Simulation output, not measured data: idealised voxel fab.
Title: Process Module voxel transistor to metal
For reference, the cross-section in this document is cut, with width 155 nm and square cells of 5 nm.
Heads up, the way a cross-section reads in here is a grid of square cells, handed over as bands from the top down, with every band being one or more rows of cells.
It is stipulated that each band's entry specify, in nanometres, the height of the top of the band and then that of its bottom, followed by the materials of the band in left-to-right sequence, each together with its width in nanometres. A single material marked by the word "full width" is understood to fill the band from edge to edge; the word "air" is understood to denote empty space.
Beneath 0, the wafer as received is one material, and that level is where height counting begins. The lowest band goes on downward without a bottom; it is written like "0 nm and below".
The expression "30..40" gives the width at the extremes of the band, the first number at its top row of cells and the second at its bottom row, with the width changing by equal amounts from each row to the next in between.
What does "no modification" mean for a step? It means no cell of the cross-section changed in that step.
Any empty space of 8 cells or more lacking an open way to the top shows up in "Fully sealed voids" as width x height at distance, distance from the left edge, in nm.
Text after the settings on a step's line: the simulator's own remark on that step.
You can add "overlay nm" to a step's line. For a step with a mask, it describes how far the mask lay to the right of its planned position, and a negative number describes a lay to the left.
Intended process steps:
1,RECEIVE with material Si
2,CONFORMAL_DEP with material SiO2, thk nm 5
3,CONFORMAL_DEP with material SiN, thk nm 15
4,DIRECTIONAL_DEP with material aC, thk nm 10
5,PATTERN with tone cover, mask id ACTIVE, material resist, width nm 95, thk nm 30, overlay nm 0
6,DIRECTIONAL_ETCH with etch materials aC, depth nm 10
7,STRIP with etch materials resist
8,DIRECTIONAL_ETCH with etch materials SiN, depth nm 15
9,DIRECTIONAL_ETCH with etch materials SiO2, depth nm 5
10,DIRECTIONAL_ETCH with etch materials Si, depth nm 20
11,STRIP with etch materials aC
12,FILL_DEP with material SiO2, thk nm 10
13,CMP with height nm 20
14,SELECTIVE_ETCH with etch materials SiO2, depth nm 10
15,STRIP with etch materials SiN
16,SELECTIVE_ETCH with etch materials SiO2, depth nm 5
17,OXIDIZE with depth nm 5
18,DIRECTIONAL_DEP with material polySi, thk nm 25
19,DIRECTIONAL_DEP with material SiCN, thk nm 15
20,DIRECTIONAL_DEP with material aC, thk nm 15
21,PATTERN with tone cover, mask id GATE, material resist, width nm 15, thk nm 35, overlay nm 0
22,DIRECTIONAL_ETCH with etch materials aC, depth nm 15
23,STRIP with etch materials resist
24,DIRECTIONAL_ETCH with etch materials SiCN, depth nm 25
25,DIRECTIONAL_ETCH with etch materials polySi, depth nm 35
26,STRIP with etch materials aC
27,CONFORMAL_DEP with material SiO2, thk nm 5
28,DIRECTIONAL_ETCH with etch materials SiO2, depth nm 5
29,CONFORMAL_DEP with material SiN, thk nm 10
30,DIRECTIONAL_ETCH with etch materials SiN, depth nm 10
31,DIRECTIONAL_ETCH with etch materials SiO2, depth nm 5
32,DIRECTIONAL_ETCH with etch materials Si, depth nm 10
33,EPI with material SiGe, thk nm 10
34,FILL_DEP with material SiO2, thk nm 10
35,CMP with height nm 40
36,DIRECTIONAL_DEP with material SiO2, thk nm 10
37,DIRECTIONAL_DEP with material aC, thk nm 15
38,PATTERN with tone open, mask id CONTACT, material resist, width nm 30, pitch nm 55, thk nm 30, overlay nm 0
39,DIRECTIONAL_ETCH with etch materials aC, depth nm 15
40,STRIP with etch materials resist
41,DIRECTIONAL_ETCH with etch materials SiO2, depth nm 45
42,STRIP with etch materials aC
43,CONFORMAL_DEP with material TiN, thk nm 5
44,FILL_DEP with material Ru, thk nm 10
45,CMP with height nm 50
46,DIRECTIONAL_DEP with material TiN, thk nm 5
47,DIRECTIONAL_DEP with material W, thk nm 20
48,MASKED_ETCH with tone cover, mask id METAL_1, width nm 20, pitch nm 65, etch materials W, depth nm 20, overlay nm 0
49,MASKED_ETCH with tone cover, mask id METAL_1, width nm 20, pitch nm 65, etch materials TiN, depth nm 5, overlay nm 0
50,FILL_DEP with material SiO2, thk nm 10
51,CMP with height nm 75
52,CONFORMAL_DEP with material SiN, thk nm 5
Account of the first of two wafers, which was processed as intended:
Cross-section of the incoming wafer, state after step 1:
	0 nm and below  Si full width
	Fully sealed voids: none
Cross-section of the wafer after step 2:
	5 nm to 0 nm  SiO2 full width
	Everything below 0 is unchanged.
Cross-section of the wafer after step 3:
	20 nm to 5 nm  SiN full width
	Everything below 5 is unchanged.
Cross-section of the wafer after step 4:
	30 nm to 20 nm  aC full width
	Everything below 20 is unchanged.
Cross-section of the wafer after step 5:
	60 nm to 30 nm  air 30 nm | resist 95 nm | air 30 nm
	Everything below 30 is unchanged.
Cross-section of the wafer after step 6:
	50 nm to 30 nm  air 30 nm | resist 95 nm | air 30 nm
	30 nm to 20 nm  air 30 nm | aC 95 nm | air 30 nm
	Everything below 20 is unchanged.
Cross-section of the wafer after step 7:
	30 nm to 20 nm  air 30 nm | aC 95 nm | air 30 nm
	Everything below 20 is unchanged.
Cross-section of the wafer after step 8:
	30 nm to 20 nm  air 30 nm | aC 95 nm | air 30 nm
	20 nm to 5 nm  air 30 nm | SiN 95 nm | air 30 nm
	Everything below 5 is unchanged.
Cross-section of the wafer after step 9:
	30 nm to 20 nm  air 30 nm | aC 95 nm | air 30 nm
	20 nm to 5 nm  air 30 nm | SiN 95 nm | air 30 nm
	5 nm to 0 nm  air 30 nm | SiO2 95 nm | air 30 nm
	Everything below 0 is unchanged.
Cross-section of the wafer after step 10:
	30 nm to 20 nm  air 30 nm | aC 95 nm | air 30 nm
	20 nm to 5 nm  air 30 nm | SiN 95 nm | air 30 nm
	5 nm to 0 nm  air 30 nm | SiO2 95 nm | air 30 nm
	0 nm to -20 nm  air 30 nm | Si 95 nm | air 30 nm
	Everything below -20 is unchanged.
Cross-section of the wafer after step 11:
	20 nm to 5 nm  air 30 nm | SiN 95 nm | air 30 nm
	Everything below 5 is unchanged.
Cross-section of the wafer after step 12:
	30 nm to 20 nm  SiO2 full width
	20 nm to 5 nm  SiO2 30 nm | SiN 95 nm | SiO2 30 nm
	5 nm to 0 nm  SiO2 full width
	0 nm to -20 nm  SiO2 30 nm | Si 95 nm | SiO2 30 nm
	Everything below -20 is unchanged.
Cross-section of the wafer after step 13:
	20 nm to 5 nm  SiO2 30 nm | SiN 95 nm | SiO2 30 nm
	Everything below 5 is unchanged.
Cross-section of the wafer after step 14:
	20 nm to 10 nm  air 30 nm | SiN 95 nm | air 30 nm
	Everything below 10 is unchanged.
Cross-section of the wafer after step 15:
	10 nm to 5 nm  SiO2 30 nm | air 95 nm | SiO2 30 nm
	Everything below 5 is unchanged.
Cross-section of the wafer after step 16:
	5 nm to 0 nm  SiO2 25 nm | air 105 nm | SiO2 25 nm
	Everything below 0 is unchanged.
Cross-section of the wafer after step 17:
	5 nm to 0 nm  SiO2 25 nm | air 105 nm | SiO2 25 nm
	0 nm to -5 nm  SiO2 full width
	Everything below -5 is unchanged.
Cross-section of the wafer after step 18:
	30 nm to 25 nm  polySi 25 nm | air 105 nm | polySi 25 nm
	25 nm to 5 nm  polySi full width
	5 nm to 0 nm  SiO2 25 nm | polySi 105 nm | SiO2 25 nm
	Everything below 0 is unchanged.
Cross-section of the wafer after step 19:
	45 nm to 40 nm  SiCN 25 nm | air 105 nm | SiCN 25 nm
	40 nm to 30 nm  SiCN full width
	30 nm to 25 nm  polySi 25 nm | SiCN 105 nm | polySi 25 nm
	Everything below 25 is unchanged.
Cross-section of the wafer after step 20:
	60 nm to 55 nm  aC 25 nm | air 105 nm | aC 25 nm
	55 nm to 45 nm  aC full width
	45 nm to 40 nm  SiCN 25 nm | aC 105 nm | SiCN 25 nm
	Everything below 40 is unchanged.
Cross-section of the wafer after step 21:
	95 nm to 60 nm  air 70 nm | resist 15 nm | air 70 nm
	60 nm to 55 nm  aC 25 nm | air 45 nm | resist 15 nm | air 45 nm | aC 25 nm
	Everything below 55 is unchanged.
Cross-section of the wafer after step 22:
	80 nm to 55 nm  air 70 nm | resist 15 nm | air 70 nm
	55 nm to 45 nm  air 70 nm | aC 15 nm | air 70 nm
	45 nm to 40 nm  SiCN 25 nm | air 45 nm | aC 15 nm | air 45 nm | SiCN 25 nm
	Everything below 40 is unchanged.
Cross-section of the wafer after step 23:
	55 nm to 45 nm  air 70 nm | aC 15 nm | air 70 nm
	Everything below 45 is unchanged.
Cross-section of the wafer after step 24:
	55 nm to 40 nm  air 70 nm | aC 15 nm | air 70 nm
	40 nm to 30 nm  air 70 nm | SiCN 15 nm | air 70 nm
	30 nm to 25 nm  polySi 25 nm | air 45 nm | SiCN 15 nm | air 45 nm | polySi 25 nm
	Everything below 25 is unchanged.
Cross-section of the wafer after step 25:
	55 nm to 40 nm  air 70 nm | aC 15 nm | air 70 nm
	40 nm to 25 nm  air 70 nm | SiCN 15 nm | air 70 nm
	25 nm to 5 nm  air 70 nm | polySi 15 nm | air 70 nm
	5 nm to 0 nm  SiO2 25 nm | air 45 nm | polySi 15 nm | air 45 nm | SiO2 25 nm
	Everything below 0 is unchanged.
Cross-section of the wafer after step 26:
	40 nm to 25 nm  air 70 nm | SiCN 15 nm | air 70 nm
	Everything below 25 is unchanged.
Cross-section of the wafer after step 27:
	45 nm to 40 nm  air 65 nm | SiO2 25 nm | air 65 nm
	40 nm to 25 nm  air 65 nm | SiO2 5 nm | SiCN 15 nm | SiO2 5 nm | air 65 nm
	25 nm to 10 nm  air 65 nm | SiO2 5 nm | polySi 15 nm | SiO2 5 nm | air 65 nm
	10 nm to 5 nm  SiO2 30 nm | air 35 nm | SiO2 5 nm | polySi 15 nm | SiO2 5 nm | air 35 nm | SiO2 30 nm
	5 nm to 0 nm  SiO2 70 nm | polySi 15 nm | SiO2 70 nm
	Everything below 0 is unchanged.
Cross-section of the wafer after step 28:
	40 nm to 25 nm  air 65 nm | SiO2 5 nm | SiCN 15 nm | SiO2 5 nm | air 65 nm
	25 nm to 5 nm  air 65 nm | SiO2 5 nm | polySi 15 nm | SiO2 5 nm | air 65 nm
	5 nm to 0 nm  SiO2 30 nm | air 35 nm | SiO2 5 nm | polySi 15 nm | SiO2 5 nm | air 35 nm | SiO2 30 nm
	Everything below 0 is unchanged.
Cross-section of the wafer after step 29:
	50 nm to 40 nm  air 55 nm | SiN 45 nm | air 55 nm
	40 nm to 25 nm  air 55 nm | SiN 10 nm | SiO2 5 nm | SiCN 15 nm | SiO2 5 nm | SiN 10 nm | air 55 nm
	25 nm to 15 nm  air 55 nm | SiN 10 nm | SiO2 5 nm | polySi 15 nm | SiO2 5 nm | SiN 10 nm | air 55 nm
	15 nm to 10 nm  SiN 40 nm | air 15 nm | SiN 10 nm | SiO2 5 nm | polySi 15 nm | SiO2 5 nm | SiN 10 nm | air 15 nm | SiN 40 nm
	10 nm to 5 nm  SiN 65 nm | SiO2 5 nm | polySi 15 nm | SiO2 5 nm | SiN 65 nm
	5 nm to 0 nm  SiO2 30 nm | SiN 35 nm | SiO2 5 nm | polySi 15 nm | SiO2 5 nm | SiN 35 nm | SiO2 30 nm
	Everything below 0 is unchanged.
Cross-section of the wafer after step 30:
	40 nm to 25 nm  air 55 nm | SiN 10 nm | SiO2 5 nm | SiCN 15 nm | SiO2 5 nm | SiN 10 nm | air 55 nm
	25 nm to 5 nm  air 55 nm | SiN 10 nm | SiO2 5 nm | polySi 15 nm | SiO2 5 nm | SiN 10 nm | air 55 nm
	5 nm to 0 nm  SiO2 30 nm | SiN 10 nm | air 15 nm | SiN 10 nm | SiO2 5 nm | polySi 15 nm | SiO2 5 nm | SiN 10 nm | air 15 nm | SiN 10 nm | SiO2 30 nm
	Everything below 0 is unchanged.
Cross-section of the wafer after step 31:
	40 nm to 35 nm  air 55 nm | SiN 10 nm | air 5 nm | SiCN 15 nm | air 5 nm | SiN 10 nm | air 55 nm
	35 nm to 25 nm  air 55 nm | SiN 10 nm | SiO2 5 nm | SiCN 15 nm | SiO2 5 nm | SiN 10 nm | air 55 nm
	25 nm to 5 nm  air 55 nm | SiN 10 nm | SiO2 5 nm | polySi 15 nm | SiO2 5 nm | SiN 10 nm | air 55 nm
	5 nm to 0 nm  air 30 nm | SiN 10 nm | air 15 nm | SiN 10 nm | SiO2 5 nm | polySi 15 nm | SiO2 5 nm | SiN 10 nm | air 15 nm | SiN 10 nm | air 30 nm
	0 nm to -5 nm  SiO2 40 nm | air 15 nm | SiO2 45 nm | air 15 nm | SiO2 40 nm
	Everything below -5 is unchanged.
Cross-section of the wafer after step 32:
	40 nm to 35 nm  air 55 nm | SiN 10 nm | air 5 nm | SiCN 15 nm | air 5 nm | SiN 10 nm | air 55 nm
	35 nm to 25 nm  air 55 nm | SiN 10 nm | SiO2 5 nm | SiCN 15 nm | SiO2 5 nm | SiN 10 nm | air 55 nm
	25 nm to 5 nm  air 55 nm | SiN 10 nm | SiO2 5 nm | polySi 15 nm | SiO2 5 nm | SiN 10 nm | air 55 nm
	5 nm to 0 nm  air 30 nm | SiN 10 nm | air 15 nm | SiN 10 nm | SiO2 5 nm | polySi 15 nm | SiO2 5 nm | SiN 10 nm | air 15 nm | SiN 10 nm | air 30 nm
	0 nm to -5 nm  SiO2 40 nm | air 15 nm | SiO2 45 nm | air 15 nm | SiO2 40 nm
	-5 nm to -15 nm  SiO2 30 nm | Si 10 nm | air 15 nm | Si 45 nm | air 15 nm | Si 10 nm | SiO2 30 nm
	Everything below -15 is unchanged.
Cross-section of the wafer after step 33:
	40 nm to 35 nm  air 55 nm | SiN 10 nm | air 5 nm | SiCN 15 nm | air 5 nm | SiN 10 nm | air 55 nm
	35 nm to 25 nm  air 55 nm | SiN 10 nm | SiO2 5 nm | SiCN 15 nm | SiO2 5 nm | SiN 10 nm | air 55 nm
	25 nm to 5 nm  air 55 nm | SiN 10 nm | SiO2 5 nm | polySi 15 nm | SiO2 5 nm | SiN 10 nm | air 55 nm
	5 nm to 0 nm  air 30 nm | SiN 10 nm | SiGe 15 nm | SiN 10 nm | SiO2 5 nm | polySi 15 nm | SiO2 5 nm | SiN 10 nm | SiGe 15 nm | SiN 10 nm | air 30 nm
	0 nm to -5 nm  SiO2 40 nm | SiGe 15 nm | SiO2 45 nm | SiGe 15 nm | SiO2 40 nm
	-5 nm to -15 nm  SiO2 30 nm | Si 10 nm | SiGe 15 nm | Si 45 nm | SiGe 15 nm | Si 10 nm | SiO2 30 nm
	Everything below -15 is unchanged.
Cross-section of the wafer after step 34:
	50 nm to 40 nm  SiO2 full width
	40 nm to 25 nm  SiO2 55 nm | SiN 10 nm | SiO2 5 nm | SiCN 15 nm | SiO2 5 nm | SiN 10 nm | SiO2 55 nm
	25 nm to 5 nm  SiO2 55 nm | SiN 10 nm | SiO2 5 nm | polySi 15 nm | SiO2 5 nm | SiN 10 nm | SiO2 55 nm
	5 nm to 0 nm  SiO2 30 nm | SiN 10 nm | SiGe 15 nm | SiN 10 nm | SiO2 5 nm | polySi 15 nm | SiO2 5 nm | SiN 10 nm | SiGe 15 nm | SiN 10 nm | SiO2 30 nm
	Everything below 0 is unchanged.
Cross-section of the wafer after step 35:
	40 nm to 25 nm  SiO2 55 nm | SiN 10 nm | SiO2 5 nm | SiCN 15 nm | SiO2 5 nm | SiN 10 nm | SiO2 55 nm
	Everything below 25 is unchanged.
Cross-section of the wafer after step 36:
	50 nm to 40 nm  SiO2 full width
	Everything below 40 is unchanged.
Cross-section of the wafer after step 37:
	65 nm to 50 nm  aC full width
	Everything below 50 is unchanged.
Cross-section of the wafer after step 38:
	95 nm to 65 nm  resist 35 nm | air 30 nm | resist 25 nm | air 30 nm | resist 35 nm
	Everything below 65 is unchanged.
Cross-section of the wafer after step 39:
	80 nm to 65 nm  resist 35 nm | air 30 nm | resist 25 nm | air 30 nm | resist 35 nm
	65 nm to 50 nm  aC 35 nm | air 30 nm | aC 25 nm | air 30 nm | aC 35 nm
	Everything below 50 is unchanged.
Cross-section of the wafer after step 40:
	65 nm to 50 nm  aC 35 nm | air 30 nm | aC 25 nm | air 30 nm | aC 35 nm
	Everything below 50 is unchanged.
Cross-section of the wafer after step 41:
	65 nm to 50 nm  aC 35 nm | air 30 nm | aC 25 nm | air 30 nm | aC 35 nm
	50 nm to 40 nm  SiO2 35 nm | air 30 nm | SiO2 25 nm | air 30 nm | SiO2 35 nm
	40 nm to 25 nm  SiO2 35 nm | air 20 nm | SiN 10 nm | SiO2 5 nm | SiCN 15 nm | SiO2 5 nm | SiN 10 nm | air 20 nm | SiO2 35 nm
	25 nm to 5 nm  SiO2 35 nm | air 20 nm | SiN 10 nm | SiO2 5 nm | polySi 15 nm | SiO2 5 nm | SiN 10 nm | air 20 nm | SiO2 35 nm
	Everything below 5 is unchanged.
Cross-section of the wafer after step 42:
	50 nm to 40 nm  SiO2 35 nm | air 30 nm | SiO2 25 nm | air 30 nm | SiO2 35 nm
	Everything below 40 is unchanged.
Cross-section of the wafer after step 43:
	55 nm to 50 nm  TiN 40 nm | air 20 nm | TiN 35 nm | air 20 nm | TiN 40 nm
	50 nm to 40 nm  SiO2 35 nm | TiN 5 nm | air 20..10 nm | TiN 5..15 nm | SiO2 25 nm | TiN 5..15 nm | air 20..10 nm | TiN 5 nm | SiO2 35 nm
	40 nm to 25 nm  SiO2 35 nm | TiN 5 nm | air 10 nm | TiN 5 nm | SiN 10 nm | SiO2 5 nm | SiCN 15 nm | SiO2 5 nm | SiN 10 nm | TiN 5 nm | air 10 nm | TiN 5 nm | SiO2 35 nm
	25 nm to 10 nm  SiO2 35 nm | TiN 5 nm | air 10 nm | TiN 5 nm | SiN 10 nm | SiO2 5 nm | polySi 15 nm | SiO2 5 nm | SiN 10 nm | TiN 5 nm | air 10 nm | TiN 5 nm | SiO2 35 nm
	10 nm to 5 nm  SiO2 35 nm | TiN 20 nm | SiN 10 nm | SiO2 5 nm | polySi 15 nm | SiO2 5 nm | SiN 10 nm | TiN 20 nm | SiO2 35 nm
	Everything below 5 is unchanged.
Cross-section of the wafer after step 44:
	65 nm to 55 nm  Ru full width
	55 nm to 50 nm  TiN 40 nm | Ru 20 nm | TiN 35 nm | Ru 20 nm | TiN 40 nm
	50 nm to 40 nm  SiO2 35 nm | TiN 5 nm | Ru 20..10 nm | TiN 5..15 nm | SiO2 25 nm | TiN 5..15 nm | Ru 20..10 nm | TiN 5 nm | SiO2 35 nm
	40 nm to 25 nm  SiO2 35 nm | TiN 5 nm | Ru 10 nm | TiN 5 nm | SiN 10 nm | SiO2 5 nm | SiCN 15 nm | SiO2 5 nm | SiN 10 nm | TiN 5 nm | Ru 10 nm | TiN 5 nm | SiO2 35 nm
	25 nm to 10 nm  SiO2 35 nm | TiN 5 nm | Ru 10 nm | TiN 5 nm | SiN 10 nm | SiO2 5 nm | polySi 15 nm | SiO2 5 nm | SiN 10 nm | TiN 5 nm | Ru 10 nm | TiN 5 nm | SiO2 35 nm
	Everything below 10 is unchanged.
Cross-section of the wafer after step 45:
	50 nm to 40 nm  SiO2 35 nm | TiN 5 nm | Ru 20..10 nm | TiN 5..15 nm | SiO2 25 nm | TiN 5..15 nm | Ru 20..10 nm | TiN 5 nm | SiO2 35 nm
	Everything below 40 is unchanged.
Cross-section of the wafer after step 46:
	55 nm to 50 nm  TiN full width
	Everything below 50 is unchanged.
Cross-section of the wafer after step 47:
	75 nm to 55 nm  W full width
	Everything below 55 is unchanged.
Cross-section of the wafer after step 48:
	75 nm to 55 nm  air 35 nm | W 20 nm | air 45 nm | W 20 nm | air 35 nm
	Everything below 55 is unchanged.
Cross-section of the wafer after step 49:
	75 nm to 55 nm  air 35 nm | W 20 nm | air 45 nm | W 20 nm | air 35 nm
	55 nm to 50 nm  air 35 nm | TiN 20 nm | air 45 nm | TiN 20 nm | air 35 nm
	Everything below 50 is unchanged.
Cross-section of the wafer after step 50:
	85 nm to 75 nm  SiO2 full width
	75 nm to 55 nm  SiO2 35 nm | W 20 nm | SiO2 45 nm | W 20 nm | SiO2 35 nm
	55 nm to 50 nm  SiO2 35 nm | TiN 20 nm | SiO2 45 nm | TiN 20 nm | SiO2 35 nm
	Everything below 50 is unchanged.
Cross-section of the wafer after step 51:
	75 nm to 55 nm  SiO2 35 nm | W 20 nm | SiO2 45 nm | W 20 nm | SiO2 35 nm
	Everything below 55 is unchanged.
Cross-section of the wafer after step 52:
	80 nm to 75 nm  SiN full width
	Everything below 75 is unchanged.
Now the other wafer: same start, same recipe, but we messed up one thing when running it. Up to and including step 50 it's the same as the first one:
Cross-section: second wafer, time at which step 51 was scheduled to end:
	70 nm to 55 nm  SiO2 35 nm | W 20 nm | SiO2 45 nm | W 20 nm | SiO2 35 nm
	Everything below 55 is unchanged.
Cross-section: second wafer, time at which step 52 was scheduled to end:
	75 nm to 70 nm  SiN full width
	Everything below 70 is unchanged.
Processing error: for step 51, the planned setting was not used; the step was instead run as CMP with height nm 70
Wrapping up, a cell-based count of both wafers puts the second over or under the first for these materials: SiO2: 23 fewer; W: 8 fewer
